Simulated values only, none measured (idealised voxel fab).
The process module that follows is named voxel transistor to metal.
This is section cut - it's 205 nm across, gridded in 5 nm square cells.
Cross-section spec: square-cell grid; bands listed top down; each band is one or more rows. The band entry comprises the height of the band's top followed by the height of its bottom, expressed in nm, and subsequently the band's materials from left to right, each stated together with its width in nm. Where a single material is marked with the word "throughout", that material fills the band from edge to edge. The word "air" represents empty space. Heights are reckoned from 0. Under this level, the received wafer is all of one material. The bottommost band is open-ended downward, for example "0 and below". A width given as "30..40" starts at the first number in the band's top row and ends at the second number in its bottom row, shifting by an equal amount at every step from row to row. Where a step carries "nothing changed", the cross-section came out of it unchanged, cell for cell. Heads up: "Enclosed cavity list" only lists the empty pockets with no open path to the top that are 8 cells or more, and it writes them as width x height at distance, distance from the left edge, in nm. Anything after a step's settings on that line? It's the simulator's own note about the step. "overlay nm", when on a step's line for a step with a mask, measures how far to the right of its planned place the mask lay; a negative measure means to the left.

Process steps - plan
1,RECEIVE, material Si
2,OXIDIZE, depth nm 5
3,CONFORMAL_DEP, material SiN, thk nm 15
4,DIRECTIONAL_DEP, material aC, thk nm 10
5,PATTERN, tone cover, mask id ACTIVE, material resist, width nm 105, thk nm 30, overlay nm 0
6,DIRECTIONAL_ETCH, etch materials aC, depth nm 10
7,STRIP, etch materials resist
8,DIRECTIONAL_ETCH, etch materials SiN, depth nm 15
9,DIRECTIONAL_ETCH, etch materials SiO2, depth nm 5
10,DIRECTIONAL_ETCH, etch materials Si, depth nm 35
11,STRIP, etch materials aC
12,FILL_DEP, material SiO2, thk nm 15
13,CMP, height nm 15
14,SELECTIVE_ETCH, etch materials SiO2, depth nm 5
15,STRIP, etch materials SiN
16,SELECTIVE_ETCH, etch materials SiO2, depth nm 5
17,OXIDIZE, depth nm 5
18,DIRECTIONAL_DEP, material polySi, thk nm 25
19,DIRECTIONAL_DEP, material SiCN, thk nm 15
20,MASKED_ETCH, tone cover, mask id GATE, width nm 25, etch materials SiCN, depth nm 25, overlay nm 0
21,MASKED_ETCH, tone cover, mask id GATE, width nm 25, etch materials polySi, depth nm 35, overlay nm 0
22,CONFORMAL_DEP, material SiN, thk nm 5
23,DIRECTIONAL_ETCH, etch materials SiN, depth nm 5
24,DIRECTIONAL_ETCH, etch materials SiO2, depth nm 5
25,EPI, material SiGe, thk nm 5
26,FILL_DEP, material SiO2, thk nm 5
27,CMP, height nm 35
28,DIRECTIONAL_DEP, material SiO2, thk nm 10
29,MASKED_ETCH, tone open, mask id CONTACT, width nm 30, pitch nm 65, etch materials SiO2, depth nm 50, overlay nm 0
30,CONFORMAL_DEP, material TiN, thk nm 5
31,FILL_DEP, material W, thk nm 5
32,CMP, height nm 45
33,DIRECTIONAL_DEP, material TiN, thk nm 5
34,DIRECTIONAL_DEP, material W, thk nm 25
35,MASKED_ETCH, tone cover, mask id METAL_1, width nm 15, pitch nm 80, etch materials W, depth nm 25, overlay nm 0
36,MASKED_ETCH, tone cover, mask id METAL_1, width nm 15, pitch nm 80, etch materials TiN, depth nm 5, overlay nm 0
37,FILL_DEP, material lowk, thk nm 5
38,CMP, height nm 75
39,CONFORMAL_DEP, material SiCN, thk nm 5
40,DIRECTIONAL_DEP, material lowk, thk nm 25
41,DIRECTIONAL_DEP, material aC, thk nm 15
42,PATTERN, tone open, mask id METAL_2, material resist, width nm 15, pitch nm 80, thk nm 30, overlay nm 0
43,DIRECTIONAL_ETCH, etch materials aC, depth nm 15
44,STRIP, etch materials resist
45,DIRECTIONAL_ETCH, etch materials lowk, depth nm 15
46,STRIP, etch materials aC
47,DIRECTIONAL_DEP, material aC, thk nm 10
48,PATTERN, tone open, mask id METAL_2_HOLES, material resist, width nm 15, pitch nm 80, thk nm 30, overlay nm 0
49,DIRECTIONAL_ETCH, etch materials aC, depth nm 10
50,STRIP, etch materials resist
51,DIRECTIONAL_ETCH, etch materials lowk, depth nm 10
52,DIRECTIONAL_ETCH, etch materials SiCN, depth nm 5
53,STRIP, etch materials aC
54,CONFORMAL_DEP, material TiN, thk nm 5
55,FILL_DEP, material Cu, thk nm 5
56,CMP, height nm 105
57,CONFORMAL_DEP, material SiCN, thk nm 5

Cross-section of the wafer upon arrival, representing the state reached after step 1
  0 and below | Si throughout
  Enclosed cavity list: none

Module complete, cross-section. Starting point and plan per above. One mistake made in running the module
  110 down to 105 | SiCN throughout
  105 down to 80 | 55 nm lowk / 5 nm TiN / 5 nm Cu / 5 nm TiN / 65 nm lowk / 5 nm TiN / 5 nm Cu / 5 nm TiN / 55 nm lowk
  80 down to 75 | 55 nm SiCN / 15 nm TiN / 65 nm SiCN / 15 nm TiN / 55 nm SiCN
  75 down to 50 | 55 nm lowk / 15 nm W / 65 nm lowk / 15 nm W / 55 nm lowk
  50 down to 45 | 55 nm lowk / 15 nm TiN / 65 nm lowk / 15 nm TiN / 55 nm lowk
  45 down to 35 | 55 nm SiO2 / 5 nm TiN / 20 nm W / 5 nm TiN / 35 nm SiO2 / 5 nm TiN / 20 nm W / 5 nm TiN / 55 nm SiO2
  35 down to 25 | 55 nm SiO2 / 5 nm TiN / 20 nm W / 5 nm TiN / 5 nm SiN / 25 nm SiCN / 5 nm SiN / 5 nm TiN / 20 nm W / 5 nm TiN / 55 nm SiO2
  25 down to 5 | 55 nm SiO2 / 5 nm TiN / 20 nm W / 5 nm TiN / 5 nm SiN / 25 nm polySi / 5 nm SiN / 5 nm TiN / 20 nm W / 5 nm TiN / 55 nm SiO2
  5 down to 0 | 50 nm SiO2 / 5 nm SiN / 30 nm TiN / 5 nm SiN / 25 nm polySi / 5 nm SiN / 30 nm TiN / 5 nm SiN / 50 nm SiO2
  0 down to -5 | 55 nm SiO2 / 30 nm SiGe / 35 nm SiO2 / 30 nm SiGe / 55 nm SiO2
  -5 down to -40 | 50 nm SiO2 / 105 nm Si / 50 nm SiO2
  -40 and below | Si throughout
  Enclosed cavity list: none
Processing error: contrary to the plan, steps 15 and 16 were processed in exchanged order
